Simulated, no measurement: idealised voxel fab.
You're looking at the process module voxel released beams.
cross-section cut | 155 nm wide | cells 5 nm
Cross-section layout: square cells on a grid; listed as bands, top to bottom; a band spans one or more cell rows.
Each band's line starts with the height of the band's top and of its bottom, in nm. Then come its materials from left to right, each with its width in nm. One material with "full width" fills the band from edge to edge. "empty" is empty space.
Height is counted from the level 0, under which the received wafer is composed throughout of one material. The lowest of the bands is not closed at the bottom but continues downward, in the notation "0 down".
The width entry "30 to 40" should be interpreted row by row: the top row of cells in the band takes the first number, the bottom row takes the second number, and the change between adjacent rows is uniform throughout.
"no change" means the step left every cell of the cross-section as it was.
Each empty space that has no open way to the top and spans at least 8 cells appears under "Sealed cavities" as width x height at distance, the distance counted from the left edge, all in nm.
Formally, on a step line, whatever follows the settings is a remark that the simulator itself makes on the step.
Among the settings permitted on a step's line is "overlay nm"; applied to a step with a mask, it specifies the extent to which the mask lay to the right of its planned position, whereas a negative figure signifies a position to the left.

Intended process steps:
1) RECEIVE | material Si
2) CONFORMAL_DEP | material SiN | thk nm 5
3) DIRECTIONAL_DEP | material SiO2 | thk nm 15
4) MASKED_ETCH | tone open | mask id ANCHOR | width nm 35 | etch materials SiO2 | depth nm 15 | overlay nm 0
5) CONFORMAL_DEP | material W | thk nm 15
6) DIRECTIONAL_DEP | material aC | thk nm 15
7) PATTERN | tone cover | mask id BEAM | material resist | width nm 90 | thk nm 30 | overlay nm 0
8) DIRECTIONAL_ETCH | etch materials aC | depth nm 15
9) STRIP | etch materials resist
10) DIRECTIONAL_ETCH | etch materials W | depth nm 15
11) STRIP | etch materials aC
12) STRIP | etch materials SiO2

First wafer of two (run as planned):

Cross-sectional view of the wafer in its as-received condition, corresponding to the state after step 1:
* 0 down: Si full width
* Sealed cavities: none

Sectional view: wafer, after step 2:
* 5 to 0: SiN full width
* Below 0, no change.

Sectional view: wafer, after step 3:
* 20 to 5: SiO2 full width
* Below 5, no change.

Sectional view: wafer, after step 4:
* 20 to 5: SiO2: 35 / empty: 35 / SiO2: 85
* Below 5, no change.

Sectional view: wafer, after step 5:
* 35 to 20: W: 50 / empty: 5 / W: 100
* 20 to 5: SiO2: 35 / W: 35 / SiO2: 85
* Below 5, no change.

Sectional view: wafer, after step 6:
* 50 to 35: aC: 50 / empty: 5 / aC: 100
* 35 to 20: W: 50 / aC: 5 / W: 100
* Below 20, no change.

Sectional view: wafer, after step 7:
* 80 to 50: empty: 30 / resist: 90 / empty: 35
* 50 to 35: aC: 50 / resist: 5 / aC: 100
* Below 35, no change.

Sectional view: wafer, after step 8:
* 65 to 50: empty: 30 / resist: 90 / empty: 35
* 50 to 35: empty: 30 / aC: 20 / resist: 5 / aC: 65 / empty: 35
* Below 35, no change.

Sectional view: wafer, after step 9:
* 50 to 35: empty: 30 / aC: 20 / empty: 5 / aC: 65 / empty: 35
* Below 35, no change.

Sectional view: wafer, after step 10:
* 50 to 35: empty: 30 / aC: 20 / empty: 5 / aC: 65 / empty: 35
* 35 to 20: empty: 30 / W: 20 / aC: 5 / W: 65 / empty: 35
* Below 20, no change.

Sectional view: wafer, after step 11:
* 35 to 20: empty: 30 / W: 20 / empty: 5 / W: 65 / empty: 35
* Below 20, no change.

Sectional view: wafer, after step 12:
* 35 to 20: empty: 30 / W: 20 / empty: 5 / W: 65 / empty: 35
* 20 to 5: empty: 35 / W: 35 / empty: 85
* Below 5, no change.

Wafer two. Identical start, identical plan. One mistake in execution. Identical history through step 1:

Second wafer, sectioned view, at step 2's planned end time: no change

Second wafer, sectioned view, at step 3's planned end time:
* 15 to 0: SiO2 full width
* Below 0, no change.

Second wafer, sectioned view, at step 4's planned end time:
* 15 to 0: SiO2: 35 / empty: 35 / SiO2: 85
* Below 0, no change.

Second wafer, sectioned view, at step 5's planned end time:
* 30 to 15: W: 50 / empty: 5 / W: 100
* 15 to 0: SiO2: 35 / W: 35 / SiO2: 85
* Below 0, no change.

Second wafer, sectioned view, at step 6's planned end time:
* 45 to 30: aC: 50 / empty: 5 / aC: 100
* 30 to 15: W: 50 / aC: 5 / W: 100
* Below 15, no change.

Second wafer, sectioned view, at step 7's planned end time:
* 75 to 45: empty: 30 / resist: 90 / empty: 35
* 45 to 30: aC: 50 / resist: 5 / aC: 100
* Below 30, no change.

Second wafer, sectioned view, at step 8's planned end time:
* 60 to 45: empty: 30 / resist: 90 / empty: 35
* 45 to 30: empty: 30 / aC: 20 / resist: 5 / aC: 65 / empty: 35
* Below 30, no change.

Second wafer, sectioned view, at step 9's planned end time:
* 45 to 30: empty: 30 / aC: 20 / empty: 5 / aC: 65 / empty: 35
* Below 30, no change.

Second wafer, sectioned view, at step 10's planned end time:
* 45 to 30: empty: 30 / aC: 20 / empty: 5 / aC: 65 / empty: 35
* 30 to 15: empty: 30 / W: 20 / aC: 5 / W: 65 / empty: 35
* Below 15, no change.

Second wafer, sectioned view, at step 11's planned end time:
* 30 to 15: empty: 30 / W: 20 / empty: 5 / W: 65 / empty: 35
* Below 15, no change.

Second wafer, sectioned view, at step 12's planned end time:
* 30 to 15: empty: 30 / W: 20 / empty: 5 / W: 65 / empty: 35
* 15 to 0: empty: 35 / W: 35 / empty: 85
* Below 0, no change.
Nonconformance to the process plan: step 2 was dropped from the plan's execution and never run
The closing comparison, in cells, has the second wafer with more or fewer of some materials than the first: -31 SiN
